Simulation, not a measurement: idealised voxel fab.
process module | voxel self aligned vias
cross-section cut | 160 nm wide | cells 5 nm
A cross-section is a grid of square cells, given in bands from the top down. A band is one or more rows of cells.
Each band's line starts with the height of the band's top and of its bottom, in nm. Then come its materials from left to right, each with its width in nm. One material with "throughout" fills the band from edge to edge. "air" is empty space.
Height 0 is the level under which the wafer as received is all one material. The lowest band goes on downwards, as in "0 down".
A width such as "30 to 40" changes by the same amount from each row of cells to the next, from the band's top row to its bottom row.
"no change" after a step means that no cell of the cross-section changed.
closed voids: empty space of 8 cells or more with no open way to the top, each as width x height at its distance from the left edge, in nm
after a step's settings: what the simulator itself notes on the step
overlay nm, on a step with a mask: how far to the right of its planned place the mask lay; to the left if negative
Each pair below shows a cross-section before one step and the cross-section after it, down to the lowest band that changed. The line under each pair gives the step between them, with its settings. The pairs can come from different runs of this module on the same starting wafer, so a pair continues from the pair above only where its "before" says so.
before
  40 to 15: air 30 | SiO2 30 | air 40 | SiO2 30 | air 30
  15 to 10: SiCN throughout
  10 to 0: SiO2 throughout
  0 down: Si throughout
  closed voids: none
after
  45 to 40: air 25 | TiN 40 | air 30 | TiN 40 | air 25
  40 to 20: air 25 | TiN 5 | SiO2 30 | TiN 5 | air 30 | TiN 5 | SiO2 30 | TiN 5 | air 25
  20 to 15: TiN 30 | SiO2 30 | TiN 40 | SiO2 30 | TiN 30
  below 15: unchanged
  closed voids: none
the step between: op CONFORMAL_DEP | material TiN | thk nm 5
before: the cross-section after the pair above
after
  55 to 45: W throughout
  45 to 40: W 25 | TiN 40 | W 30 | TiN 40 | W 25
  40 to 20: W 25 | TiN 5 | SiO2 30 | TiN 5 | W 30 | TiN 5 | SiO2 30 | TiN 5 | W 25
  below 20: unchanged
  closed voids: none
the step between: op FILL_DEP | material W | thk nm 10
before: the cross-section after the pair above
after
  40 to 20: W 25 | TiN 5 | SiO2 30 | TiN 5 | W 30 | TiN 5 | SiO2 30 | TiN 5 | W 25
  below 20: unchanged
  closed voids: none
the step between: op CMP | height nm 40
before: the cross-section after the pair above
after
  40 to 30: air 30 | SiO2 30 | air 40 | SiO2 30 | air 30
  below 30: unchanged
  closed voids: none
the step between: op SELECTIVE_ETCH | etch materials W Ru TiN | depth nm 10
before: the cross-section after the pair above
after
  45 to 40: SiN throughout
  40 to 30: SiN 30 | SiO2 30 | SiN 40 | SiO2 30 | SiN 30
  below 30: unchanged
  closed voids: none
the step between: op FILL_DEP | material SiN | thk nm 5
before: the cross-section after the pair above
after
  40 to 30: SiN 30 | SiO2 30 | SiN 40 | SiO2 30 | SiN 30
  below 30: unchanged
  closed voids: none
the step between: op CMP | height nm 40
before: the cross-section after the pair above
after
  55 to 40: SiO2 throughout
  below 40: unchanged
  closed voids: none
the step between: op DIRECTIONAL_DEP | material SiO2 | thk nm 15
before: the cross-section after the pair above
after
  65 to 55: aC throughout
  below 55: unchanged
  closed voids: none
the step between: op DIRECTIONAL_DEP | material aC | thk nm 10
before: the cross-section after the pair above
after
  95 to 65: resist 25 | air 40 | resist 95
  below 65: unchanged
  closed voids: none
the step between: op PATTERN | tone open | mask id VIAS | material resist | width nm 40 | thk nm 30 | overlay nm 0
before: the cross-section after the pair above
after
  85 to 65: resist 25 | air 40 | resist 95
  65 to 55: aC 25 | air 40 | aC 95
  below 55: unchanged
  closed voids: none
the step between: op DIRECTIONAL_ETCH | etch materials aC | depth nm 10
before: the cross-section after the pair above
after
  65 to 55: aC 25 | air 40 | aC 95
  below 55: unchanged
  closed voids: none
the step between: op STRIP | etch materials resist
before: the cross-section after the pair above
after
  65 to 55: aC 25 | air 40 | aC 95
  55 to 40: SiO2 25 | air 40 | SiO2 95
  below 40: unchanged
  closed voids: none
the step between: op DIRECTIONAL_ETCH | etch materials SiO2 | depth nm 15
before: the cross-section after the pair above
after
  65 to 55: aC 25 | air 40 | aC 95
  55 to 40: SiO2 25 | air 40 | SiO2 95
  40 to 30: SiN 25 | air 5 | SiO2 30 | air 5 | SiN 35 | SiO2 30 | SiN 30
  below 30: unchanged
  closed voids: none
the step between: op DIRECTIONAL_ETCH | etch materials SiN | depth nm 10
before: the cross-section after the pair above
after
  55 to 40: SiO2 25 | air 40 | SiO2 95
  below 40: unchanged
  closed voids: none
the step between: op STRIP | etch materials aC
before: the cross-section after the pair above
after
  60 to 55: TiN 30 | air 30 | TiN 100
  55 to 45: SiO2 25 | TiN 5 | air 30 | TiN 5 | SiO2 95
  45 to 40: SiO2 25 | TiN 40 | SiO2 95
  40 to 30: SiN 25 | TiN 5 | SiO2 30 | TiN 5 | SiN 35 | SiO2 30 | SiN 30
  below 30: unchanged
  closed voids: none
the step between: op CONFORMAL_DEP | material TiN | thk nm 5
before: the cross-section after the pair above
after
  70 to 60: Cu throughout
  60 to 55: TiN 30 | Cu 30 | TiN 100
  55 to 45: SiO2 25 | TiN 5 | Cu 30 | TiN 5 | SiO2 95
  below 45: unchanged
  closed voids: none
the step between: op FILL_DEP | material Cu | thk nm 10
before: the cross-section after the pair above
after
  55 to 45: SiO2 25 | TiN 5 | Cu 30 | TiN 5 | SiO2 95
  below 45: unchanged
  closed voids: none
the step between: op CMP | height nm 55
before: the cross-section after the pair above
after
  60 to 55: SiCN throughout
  below 55: unchanged
  closed voids: none
the step between: op CONFORMAL_DEP | material SiCN | thk nm 5
